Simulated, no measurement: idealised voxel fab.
Herein follows the process module entitled voxel capacitor over wiring.
Cross-sectional view cut (width: 275 nm; square cell size: 5 nm).
A cross-section in this document is a grid of square cells, and it is written down as bands, the top band listed before the ones below it; a band is made up of one or more rows of cells.
Heights first: top, then bottom, in nm. Then materials, left to right, each with a width in nm. "full width" on a single material: fills the band edge to edge. "air": empty space.
Height is counted from the level 0, under which the received wafer is composed throughout of one material. The lowest of the bands is not closed at the bottom but continues downward, in the notation "0 nm and below".
With a width like "30 to 40", each row of cells in the band differs from the next by the same amount, the top row carrying the first number and the bottom row the second.
"no alteration" means the step left every cell of the cross-section as it was.
Entry "Fully closed voids". Content: empty spaces with no open connection to the top, size 8 cells or greater. Each: width x height at distance. Distance: from left edge. Unit: nm.
If you see something after the settings on a step's line, that's the simulator's own remark about that step.
overlay nm: mask right of planned place by this much (step with mask). Neg. = left.

Planned step list for the process:
| 1 | RECEIVE with material Si |
| 2 | CONFORMAL_DEP with material SiO2, thk nm 10 |
| 3 | DIRECTIONAL_DEP with material TiN, thk nm 5 |
| 4 | DIRECTIONAL_DEP with material W, thk nm 15 |
| 5 | DIRECTIONAL_DEP with material aC, thk nm 15 |
| 6 | PATTERN with tone cover, mask id METAL_1, material resist, width nm 25, pitch nm 80, thk nm 35, overlay nm 0 |
| 7 | DIRECTIONAL_ETCH with etch materials aC, depth nm 15 |
| 8 | STRIP with etch materials resist |
| 9 | DIRECTIONAL_ETCH with etch materials W, depth nm 15 |
| 10 | DIRECTIONAL_ETCH with etch materials TiN, depth nm 5 |
| 11 | STRIP with etch materials aC |
| 12 | CONFORMAL_DEP with material SiCN, thk nm 5 |
| 13 | FILL_DEP with material SiO2, thk nm 10 |
| 14 | CMP with height nm 30 |
| 15 | CONFORMAL_DEP with material SiCN, thk nm 5 |
| 16 | DIRECTIONAL_DEP with material SiO2, thk nm 10 |
| 17 | MASKED_ETCH with tone open, mask id PLUG_1, width nm 15, etch materials SiO2, depth nm 10, overlay nm 0 |
| 18 | MASKED_ETCH with tone open, mask id PLUG_1, width nm 15, etch materials SiCN, depth nm 5, overlay nm 0 |
| 19 | EPI with material Ru, thk nm 10 |
| 20 | EPI with material Ru, thk nm 5 |
| 21 | DIRECTIONAL_DEP with material TiN, thk nm 10 |
| 22 | DIRECTIONAL_DEP with material HfO2, thk nm 5 |
| 23 | DIRECTIONAL_DEP with material TiN, thk nm 5 |
| 24 | DIRECTIONAL_DEP with material aC, thk nm 15 |
| 25 | PATTERN with tone cover, mask id UPPER_PLATE, material resist, width nm 60, thk nm 30, overlay nm 0 |
| 26 | DIRECTIONAL_ETCH with etch materials aC, depth nm 15 |
| 27 | STRIP with etch materials resist |
| 28 | DIRECTIONAL_ETCH with etch materials TiN, depth nm 5 |
| 29 | DIRECTIONAL_ETCH with etch materials HfO2, depth nm 5 |
| 30 | STRIP with etch materials aC |
| 31 | MASKED_ETCH with tone cover, mask id LOWER_PLATE, width nm 70, etch materials TiN, depth nm 10, overlay nm 0 |
| 32 | FILL_DEP with material SiO2, thk nm 20 |
| 33 | CMP with height nm 80 |
| 34 | DIRECTIONAL_DEP with material aC, thk nm 10 |
| 35 | PATTERN with tone open, mask id PLUG_2, material resist, width nm 15, thk nm 30, overlay nm 0 |
| 36 | DIRECTIONAL_ETCH with etch materials aC, depth nm 10 |
| 37 | STRIP with etch materials resist |
| 38 | DIRECTIONAL_ETCH with etch materials SiO2, depth nm 15 |
| 39 | STRIP with etch materials aC |
| 40 | CONFORMAL_DEP with material TiN, thk nm 5 |
| 41 | FILL_DEP with material W, thk nm 5 |
| 42 | CMP with height nm 80 |
| 43 | CONFORMAL_DEP with material SiCN, thk nm 5 |

Concerning the first of two wafers, which was run in accordance with the plan:

As-received state of the wafer in cross-section, equivalent to post-step 1:
- 0 nm and below = Si full width
- Fully closed voids: none

The wafer in cross-section once step 2 is complete:
- 10 nm to 0 nm = SiO2 full width
- No changes below 0.

The wafer in cross-section once step 3 is complete:
- 15 nm to 10 nm = TiN full width
- No changes below 10.

The wafer in cross-section once step 4 is complete:
- 30 nm to 15 nm = W full width
- No changes below 15.

The wafer in cross-section once step 5 is complete:
- 45 nm to 30 nm = aC full width
- No changes below 30.

The wafer in cross-section once step 6 is complete:
- 80 nm to 45 nm = air (85) | resist (25) | air (55) | resist (25) | air (85)
- No changes below 45.

The wafer in cross-section once step 7 is complete:
- 65 nm to 45 nm = air (85) | resist (25) | air (55) | resist (25) | air (85)
- 45 nm to 30 nm = air (85) | aC (25) | air (55) | aC (25) | air (85)
- No changes below 30.

The wafer in cross-section once step 8 is complete:
- 45 nm to 30 nm = air (85) | aC (25) | air (55) | aC (25) | air (85)
- No changes below 30.

The wafer in cross-section once step 9 is complete:
- 45 nm to 30 nm = air (85) | aC (25) | air (55) | aC (25) | air (85)
- 30 nm to 15 nm = air (85) | W (25) | air (55) | W (25) | air (85)
- No changes below 15.

The wafer in cross-section once step 10 is complete:
- 45 nm to 30 nm = air (85) | aC (25) | air (55) | aC (25) | air (85)
- 30 nm to 15 nm = air (85) | W (25) | air (55) | W (25) | air (85)
- 15 nm to 10 nm = air (85) | TiN (25) | air (55) | TiN (25) | air (85)
- No changes below 10.

The wafer in cross-section once step 11 is complete:
- 30 nm to 15 nm = air (85) | W (25) | air (55) | W (25) | air (85)
- No changes below 15.

The wafer in cross-section once step 12 is complete:
- 35 nm to 30 nm = air (80) | SiCN (35) | air (45) | SiCN (35) | air (80)
- 30 nm to 15 nm = air (80) | SiCN (5) | W (25) | SiCN (5) | air (45) | SiCN (5) | W (25) | SiCN (5) | air (80)
- 15 nm to 10 nm = SiCN (85) | TiN (25) | SiCN (55) | TiN (25) | SiCN (85)
- No changes below 10.

The wafer in cross-section once step 13 is complete:
- 45 nm to 35 nm = SiO2 full width
- 35 nm to 30 nm = SiO2 (80) | SiCN (35) | SiO2 (45) | SiCN (35) | SiO2 (80)
- 30 nm to 15 nm = SiO2 (80) | SiCN (5) | W (25) | SiCN (5) | SiO2 (45) | SiCN (5) | W (25) | SiCN (5) | SiO2 (80)
- No changes below 15.

The wafer in cross-section once step 14 is complete:
- 30 nm to 15 nm = SiO2 (80) | SiCN (5) | W (25) | SiCN (5) | SiO2 (45) | SiCN (5) | W (25) | SiCN (5) | SiO2 (80)
- No changes below 15.

The wafer in cross-section once step 15 is complete:
- 35 nm to 30 nm = SiCN full width
- No changes below 30.

The wafer in cross-section once step 16 is complete:
- 45 nm to 35 nm = SiO2 full width
- No changes below 35.

The wafer in cross-section once step 17 is complete:
- 45 nm to 35 nm = SiO2 (95) | air (15) | SiO2 (165)
- No changes below 35.

The wafer in cross-section once step 18 is complete:
- 45 nm to 35 nm = SiO2 (95) | air (15) | SiO2 (165)
- 35 nm to 30 nm = SiCN (95) | air (15) | SiCN (165)
- No changes below 30.

The wafer in cross-section once step 19 is complete:
- 45 nm to 40 nm = SiO2 (95) | air (15) | SiO2 (165)
- 40 nm to 35 nm = SiO2 (95) | Ru (15) | SiO2 (165)
- 35 nm to 30 nm = SiCN (95) | Ru (15) | SiCN (165)
- No changes below 30.

The wafer in cross-section once step 20 is complete:
- 45 nm to 35 nm = SiO2 (95) | Ru (15) | SiO2 (165)
- No changes below 35.

The wafer in cross-section once step 21 is complete:
- 55 nm to 45 nm = TiN full width
- No changes below 45.

The wafer in cross-section once step 22 is complete:
- 60 nm to 55 nm = HfO2 full width
- No changes below 55.

The wafer in cross-section once step 23 is complete:
- 65 nm to 60 nm = TiN full width
- No changes below 60.

The wafer in cross-section once step 24 is complete:
- 80 nm to 65 nm = aC full width
- No changes below 65.

The wafer in cross-section once step 25 is complete:
- 110 nm to 80 nm = air (95) | resist (60) | air (120)
- No changes below 80.

The wafer in cross-section once step 26 is complete:
- 95 nm to 80 nm = air (95) | resist (60) | air (120)
- 80 nm to 65 nm = air (95) | aC (60) | air (120)
- No changes below 65.

The wafer in cross-section once step 27 is complete:
- 80 nm to 65 nm = air (95) | aC (60) | air (120)
- No changes below 65.

The wafer in cross-section once step 28 is complete:
- 80 nm to 65 nm = air (95) | aC (60) | air (120)
- 65 nm to 60 nm = air (95) | TiN (60) | air (120)
- No changes below 60.

The wafer in cross-section once step 29 is complete:
- 80 nm to 65 nm = air (95) | aC (60) | air (120)
- 65 nm to 60 nm = air (95) | TiN (60) | air (120)
- 60 nm to 55 nm = air (95) | HfO2 (60) | air (120)
- No changes below 55.

The wafer in cross-section once step 30 is complete:
- 65 nm to 60 nm = air (95) | TiN (60) | air (120)
- No changes below 60.

The wafer in cross-section once step 31 is complete:
- 65 nm to 60 nm = air (95) | TiN (60) | air (120)
- 60 nm to 55 nm = air (95) | HfO2 (60) | air (120)
- 55 nm to 45 nm = air (90) | TiN (70) | air (115)
- No changes below 45.

The wafer in cross-section once step 32 is complete:
- 85 nm to 65 nm = SiO2 full width
- 65 nm to 60 nm = SiO2 (95) | TiN (60) | SiO2 (120)
- 60 nm to 55 nm = SiO2 (95) | HfO2 (60) | SiO2 (120)
- 55 nm to 45 nm = SiO2 (90) | TiN (70) | SiO2 (115)
- No changes below 45.

The wafer in cross-section once step 33 is complete:
- 80 nm to 65 nm = SiO2 full width
- No changes below 65.

The wafer in cross-section once step 34 is complete:
- 90 nm to 80 nm = aC full width
- No changes below 80.

The wafer in cross-section once step 35 is complete:
- 120 nm to 90 nm = resist (105) | air (15) | resist (155)
- No changes below 90.

The wafer in cross-section once step 36 is complete:
- 110 nm to 90 nm = resist (105) | air (15) | resist (155)
- 90 nm to 80 nm = aC (105) | air (15) | aC (155)
- No changes below 80.

The wafer in cross-section once step 37 is complete:
- 90 nm to 80 nm = aC (105) | air (15) | aC (155)
- No changes below 80.

The wafer in cross-section once step 38 is complete:
- 90 nm to 80 nm = aC (105) | air (15) | aC (155)
- 80 nm to 65 nm = SiO2 (105) | air (15) | SiO2 (155)
- No changes below 65.

The wafer in cross-section once step 39 is complete:
- 80 nm to 65 nm = SiO2 (105) | air (15) | SiO2 (155)
- No changes below 65.

The wafer in cross-section once step 40 is complete:
- 85 nm to 80 nm = TiN (110) | air (5) | TiN (160)
- 80 nm to 70 nm = SiO2 (105) | TiN (5) | air (5) | TiN (5) | SiO2 (155)
- 70 nm to 60 nm = SiO2 (105 to 95) | TiN (15 to 60) | SiO2 (155 to 120)
- No changes below 60.

The wafer in cross-section once step 41 is complete:
- 90 nm to 85 nm = W full width
- 85 nm to 80 nm = TiN (110) | W (5) | TiN (160)
- 80 nm to 70 nm = SiO2 (105) | TiN (5) | W (5) | TiN (5) | SiO2 (155)
- No changes below 70.

The wafer in cross-section once step 42 is complete:
- 80 nm to 70 nm = SiO2 (105) | TiN (5) | W (5) | TiN (5) | SiO2 (155)
- No changes below 70.

The wafer in cross-section once step 43 is complete:
- 85 nm to 80 nm = SiCN full width
- No changes below 80.

The second wafer: identical to the first at the outset and in its planned sequence, differing only in that one mistake was made during processing; up to and including step 18, its path is the first wafer's path:

Second wafer: cross-section at the scheduled end of step 19:
- 50 nm to 45 nm = air (90) | Ru (25) | air (160)
- 45 nm to 35 nm = SiO2 (95) | Ru (15) | SiO2 (165)
- 35 nm to 30 nm = SiCN (95) | Ru (15) | SiCN (165)
- No changes below 30.

Second wafer: cross-section at the scheduled end of step 20:
- 55 nm to 45 nm = air (85) | Ru (35) | air (155)
- No changes below 45.

Second wafer: cross-section at the scheduled end of step 21:
- 65 nm to 55 nm = air (85) | TiN (35) | air (155)
- 55 nm to 45 nm = TiN (85) | Ru (35) | TiN (155)
- No changes below 45.

Second wafer: cross-section at the scheduled end of step 22:
- 70 nm to 65 nm = air (85) | HfO2 (35) | air (155)
- 65 nm to 60 nm = air (85) | TiN (35) | air (155)
- 60 nm to 55 nm = HfO2 (85) | TiN (35) | HfO2 (155)
- No changes below 55.

Second wafer: cross-section at the scheduled end of step 23:
- 75 nm to 70 nm = air (85) | TiN (35) | air (155)
- 70 nm to 65 nm = air (85) | HfO2 (35) | air (155)
- 65 nm to 60 nm = TiN full width
- No changes below 60.

Second wafer: cross-section at the scheduled end of step 24:
- 90 nm to 80 nm = air (85) | aC (35) | air (155)
- 80 nm to 75 nm = aC full width
- 75 nm to 70 nm = aC (85) | TiN (35) | aC (155)
- 70 nm to 65 nm = aC (85) | HfO2 (35) | aC (155)
- No changes below 65.

Second wafer: cross-section at the scheduled end of step 25:
- 120 nm to 90 nm = air (95) | resist (60) | air (120)
- 90 nm to 80 nm = air (85) | aC (35) | resist (35) | air (120)
- No changes below 80.

Second wafer: cross-section at the scheduled end of step 26:
- 105 nm to 90 nm = air (95) | resist (60) | air (120)
- 90 nm to 80 nm = air (95) | aC (25) | resist (35) | air (120)
- 80 nm to 75 nm = air (95) | aC (60) | air (120)
- 75 nm to 70 nm = air (85) | TiN (35) | aC (35) | air (120)
- 70 nm to 65 nm = air (85) | HfO2 (35) | aC (35) | air (120)
- No changes below 65.

Second wafer: cross-section at the scheduled end of step 27:
- 90 nm to 80 nm = air (95) | aC (25) | air (155)
- No changes below 80.

Second wafer: cross-section at the scheduled end of step 28:
- 90 nm to 80 nm = air (95) | aC (25) | air (155)
- 80 nm to 75 nm = air (95) | aC (60) | air (120)
- 75 nm to 70 nm = air (95) | TiN (25) | aC (35) | air (120)
- 70 nm to 65 nm = air (85) | HfO2 (35) | aC (35) | air (120)
- 65 nm to 60 nm = air (85) | TiN (70) | air (120)
- No changes below 60.

Second wafer: cross-section at the scheduled end of step 29:
- 90 nm to 80 nm = air (95) | aC (25) | air (155)
- 80 nm to 75 nm = air (95) | aC (60) | air (120)
- 75 nm to 70 nm = air (95) | TiN (25) | aC (35) | air (120)
- 70 nm to 65 nm = air (95) | HfO2 (25) | aC (35) | air (120)
- 65 nm to 60 nm = air (85) | TiN (70) | air (120)
- 60 nm to 55 nm = air (85) | TiN (35) | HfO2 (35) | air (120)
- No changes below 55.

Second wafer: cross-section at the scheduled end of step 30:
- 75 nm to 70 nm = air (95) | TiN (25) | air (155)
- 70 nm to 65 nm = air (95) | HfO2 (25) | air (155)
- No changes below 65.

Second wafer: cross-section at the scheduled end of step 31:
- 75 nm to 70 nm = air (95) | TiN (25) | air (155)
- 70 nm to 65 nm = air (95) | HfO2 (25) | air (155)
- 65 nm to 60 nm = air (90) | TiN (65) | air (120)
- 60 nm to 55 nm = air (90) | TiN (30) | HfO2 (35) | air (120)
- 55 nm to 45 nm = air (85) | Ru (35) | TiN (40) | air (115)
- No changes below 45.

Second wafer: cross-section at the scheduled end of step 32:
- 95 nm to 75 nm = SiO2 full width
- 75 nm to 70 nm = SiO2 (95) | TiN (25) | SiO2 (155)
- 70 nm to 65 nm = SiO2 (95) | HfO2 (25) | SiO2 (155)
- 65 nm to 60 nm = SiO2 (90) | TiN (65) | SiO2 (120)
- 60 nm to 55 nm = SiO2 (90) | TiN (30) | HfO2 (35) | SiO2 (120)
- 55 nm to 45 nm = SiO2 (85) | Ru (35) | TiN (40) | SiO2 (115)
- No changes below 45.

Second wafer: cross-section at the scheduled end of step 33:
- 80 nm to 75 nm = SiO2 full width
- No changes below 75.

Second wafer: cross-section at the scheduled end of step 34:
- 90 nm to 80 nm = aC full width
- No changes below 80.

Second wafer: cross-section at the scheduled end of step 35:
- 120 nm to 90 nm = resist (105) | air (15) | resist (155)
- No changes below 90.

Second wafer: cross-section at the scheduled end of step 36:
- 110 nm to 90 nm = resist (105) | air (15) | resist (155)
- 90 nm to 80 nm = aC (105) | air (15) | aC (155)
- No changes below 80.

Second wafer: cross-section at the scheduled end of step 37:
- 90 nm to 80 nm = aC (105) | air (15) | aC (155)
- No changes below 80.

Second wafer: cross-section at the scheduled end of step 38:
- 90 nm to 80 nm = aC (105) | air (15) | aC (155)
- 80 nm to 75 nm = SiO2 (105) | air (15) | SiO2 (155)
- No changes below 75.

Second wafer: cross-section at the scheduled end of step 39:
- 80 nm to 75 nm = SiO2 (105) | air (15) | SiO2 (155)
- No changes below 75.

Second wafer: cross-section at the scheduled end of step 40:
- 85 nm to 80 nm = TiN (110) | air (5) | TiN (160)
- 80 nm to 70 nm = SiO2 (105 to 95) | TiN (15 to 25) | SiO2 (155)
- No changes below 70.

Second wafer: cross-section at the scheduled end of step 41:
- 90 nm to 85 nm = W full width
- 85 nm to 80 nm = TiN (110) | W (5) | TiN (160)
- No changes below 80.

Second wafer: cross-section at the scheduled end of step 42:
- 80 nm to 70 nm = SiO2 (105 to 95) | TiN (15 to 25) | SiO2 (155)
- No changes below 70.

Second wafer: cross-section at the scheduled end of step 43:
- 85 nm to 80 nm = SiCN full width
- No changes below 80.
Want to know what went wrong? plan step 19 was conducted twice
Materials where the second wafer ends with more or fewer cells than the first: Ru: 14 more, SiO2: 8 fewer, TiN: 4 fewer, W: 2 fewer
